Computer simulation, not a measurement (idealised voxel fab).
process module | voxel plated lines
cross-section cut | 215 nm wide | cells 5 nm
A cross-section is a grid of square cells, given in bands from the top down. A band is one or more rows of cells.
Each band's line starts with the height of the band's top and of its bottom, in nm. Then come its materials from left to right, each with its width in nm. One material with "throughout" fills the band from edge to edge. "air" is empty space.
Height 0 is the level under which the wafer as received is all one material. The lowest band goes on downwards, as in "0 down".
A width such as "30 to 40" changes by the same amount from each row of cells to the next, from the band's top row to its bottom row.
"no change" after a step means that no cell of the cross-section changed.
closed voids: empty space of 8 cells or more with no open way to the top, each as width x height at its distance from the left edge, in nm
after a step's settings: what the simulator itself notes on the step
overlay nm, on a step with a mask: how far to the right of its planned place the mask lay; to the left if negative
plan
1 op RECEIVE | material Si
2 op CONFORMAL_DEP | material SiN | thk nm 10
3 op DIRECTIONAL_DEP | material TiN | thk nm 5
4 op PATTERN | tone open | mask id LINES | material resist | width nm 25 | pitch nm 45 | thk nm 40 | overlay nm 0
5 op EPI | material Ru | thk nm 10
6 op EPI | material Ru | thk nm 10
7 op EPI | material Ru | thk nm 10
8 op STRIP | etch materials resist
9 op DIRECTIONAL_ETCH | etch materials TiN | depth nm 5
10 op CONFORMAL_DEP | material SiCN | thk nm 10
first wafer, as planned
as received, after step 1
  0 down: Si throughout
  closed voids: none
after step 2
  10 to 0: SiN throughout
  below 0: unchanged
after step 3
  15 to 10: TiN throughout
  below 10: unchanged
after step 4
  55 to 15: resist 50 | air 25 | resist 20 | air 25 | resist 20 | air 25 | resist 50
  below 15: unchanged
after step 5
  55 to 25: resist 50 | air 25 | resist 20 | air 25 | resist 20 | air 25 | resist 50
  25 to 15: resist 50 | Ru 25 | resist 20 | Ru 25 | resist 20 | Ru 25 | resist 50
  below 15: unchanged
after step 6
  55 to 35: resist 50 | air 25 | resist 20 | air 25 | resist 20 | air 25 | resist 50
  35 to 15: resist 50 | Ru 25 | resist 20 | Ru 25 | resist 20 | Ru 25 | resist 50
  below 15: unchanged
after step 7
  55 to 45: resist 50 | air 25 | resist 20 | air 25 | resist 20 | air 25 | resist 50
  45 to 15: resist 50 | Ru 25 | resist 20 | Ru 25 | resist 20 | Ru 25 | resist 50
  below 15: unchanged
after step 8
  45 to 15: air 50 | Ru 25 | air 20 | Ru 25 | air 20 | Ru 25 | air 50
  below 15: unchanged
after step 9
  45 to 15: air 50 | Ru 25 | air 20 | Ru 25 | air 20 | Ru 25 | air 50
  15 to 10: air 50 | TiN 25 | air 20 | TiN 25 | air 20 | TiN 25 | air 50
  below 10: unchanged
after step 10
  55 to 45: air 40 | SiCN 135 | air 40
  45 to 20: air 40 | SiCN 10 | Ru 25 | SiCN 20 | Ru 25 | SiCN 20 | Ru 25 | SiCN 10 | air 40
  20 to 15: SiCN 50 | Ru 25 | SiCN 20 | Ru 25 | SiCN 20 | Ru 25 | SiCN 50
  15 to 10: SiCN 50 | TiN 25 | SiCN 20 | TiN 25 | SiCN 20 | TiN 25 | SiCN 50
  below 10: unchanged
second wafer: like start, like plan, one mistake. Through step 1 it matches the first wafer
when step 2 should have ended
  10 to 0: TiN throughout
  below 0: unchanged
when step 3 should have ended
  15 to 0: TiN throughout
  below 0: unchanged
when step 4 should have ended
  55 to 15: resist 50 | air 25 | resist 20 | air 25 | resist 20 | air 25 | resist 50
  below 15: unchanged
when step 5 should have ended
  55 to 25: resist 50 | air 25 | resist 20 | air 25 | resist 20 | air 25 | resist 50
  25 to 15: resist 50 | Ru 25 | resist 20 | Ru 25 | resist 20 | Ru 25 | resist 50
  below 15: unchanged
when step 6 should have ended
  55 to 35: resist 50 | air 25 | resist 20 | air 25 | resist 20 | air 25 | resist 50
  35 to 15: resist 50 | Ru 25 | resist 20 | Ru 25 | resist 20 | Ru 25 | resist 50
  below 15: unchanged
when step 7 should have ended
  55 to 45: resist 50 | air 25 | resist 20 | air 25 | resist 20 | air 25 | resist 50
  45 to 15: resist 50 | Ru 25 | resist 20 | Ru 25 | resist 20 | Ru 25 | resist 50
  below 15: unchanged
when step 8 should have ended
  45 to 15: air 50 | Ru 25 | air 20 | Ru 25 | air 20 | Ru 25 | air 50
  below 15: unchanged
when step 9 should have ended
  45 to 15: air 50 | Ru 25 | air 20 | Ru 25 | air 20 | Ru 25 | air 50
  15 to 10: air 50 | TiN 25 | air 20 | TiN 25 | air 20 | TiN 25 | air 50
  below 10: unchanged
when step 10 should have ended
  55 to 45: air 40 | SiCN 135 | air 40
  45 to 20: air 40 | SiCN 10 | Ru 25 | SiCN 20 | Ru 25 | SiCN 20 | Ru 25 | SiCN 10 | air 40
  20 to 15: SiCN 50 | Ru 25 | SiCN 20 | Ru 25 | SiCN 20 | Ru 25 | SiCN 50
  15 to 10: SiCN 50 | TiN 25 | SiCN 20 | TiN 25 | SiCN 20 | TiN 25 | SiCN 50
  below 10: unchanged
what went wrong: step 2 ran as: op CONFORMAL_DEP | material TiN | thk nm 10
at the end the second wafer has, in cells: 86 fewer of SiN | 86 more of TiN
